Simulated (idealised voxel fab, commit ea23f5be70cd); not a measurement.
process module | voxel ribs on slabs
cross-section cut | 195 nm wide | cells 5 nm
A cross-section is a grid of square cells, given in bands from the top down. A band is one or more rows of cells.
Each band's line starts with the height of the band's top and of its bottom, in nm. Then come its materials from left to right, each with its width in nm. One material with "throughout" fills the band from edge to edge. "air" is empty space.
Height 0 is the level under which the wafer as received is all one material. The lowest band goes on downwards, as in "0 down".
A width such as "30 to 40" changes by the same amount from each row of cells to the next, from the band's top row to its bottom row.
"no change" after a step means that no cell of the cross-section changed.
closed voids: empty space of 8 cells or more with no open way to the top, each as width x height at its distance from the left edge, in nm
after a step's settings: what the simulator itself notes on the step
overlay nm, on a step with a mask: how far to the right of its planned place the mask lay; to the left if negative
plan
1 op RECEIVE | material Si
2 op DIRECTIONAL_DEP | material SiO2 | thk nm 30
3 op DIRECTIONAL_DEP | material SiN | thk nm 25
4 op PATTERN | tone cover | mask id RIB | material resist | width nm 30 | thk nm 15 | overlay nm 0
5 op DIRECTIONAL_ETCH | etch materials SiN | depth nm 15
6 op STRIP | etch materials resist
7 op DIRECTIONAL_DEP | material aC | thk nm 10
8 op PATTERN | tone cover | mask id SLAB | material resist | width nm 70 | thk nm 25 | overlay nm 0
9 op DIRECTIONAL_ETCH | etch materials aC | depth nm 10
10 op STRIP | etch materials resist
11 op DIRECTIONAL_ETCH | etch materials SiN | depth nm 10
12 op STRIP | etch materials aC
13 op FILL_DEP | material SiO2 | thk nm 25
14 op CMP | height nm 70
15 op DIRECTIONAL_DEP | material W | thk nm 10
16 op DIRECTIONAL_DEP | material aC | thk nm 15
17 op PATTERN | tone cover | mask id HEATER | material resist | width nm 40 | thk nm 35 | overlay nm 0
18 op DIRECTIONAL_ETCH | etch materials aC | depth nm 15
19 op STRIP | etch materials resist
20 op DIRECTIONAL_ETCH | etch materials W | depth nm 10
21 op STRIP | etch materials aC
22 op CONFORMAL_DEP | material SiO2 | thk nm 10
as received, after step 1
  0 down: Si throughout
  closed voids: none
first wafer at the end, as planned
  90 to 80: air 65 | SiO2 60 | air 70
  80 to 70: SiO2 75 | W 40 | SiO2 80
  70 to 55: SiO2 throughout
  55 to 40: SiO2 80 | SiN 30 | SiO2 85
  40 to 30: SiO2 60 | SiN 70 | SiO2 65
  30 to 0: SiO2 throughout
  0 down: Si throughout
  closed voids: none
second wafer at the end: like start, like plan, one mistake
  90 to 80: air 65 | SiO2 60 | air 70
  80 to 70: SiO2 75 | W 40 | SiO2 80
  70 to 65: SiO2 80 | SiN 30 | SiO2 85
  65 to 55: SiO2 60 | SiN 70 | SiO2 65
  55 to 30: SiN throughout
  30 to 0: SiO2 throughout
  0 down: Si throughout
  closed voids: none
what went wrong: step 3 was run twice
at the end the second wafer has, in cells: 183 more of SiN | 183 fewer of SiO2
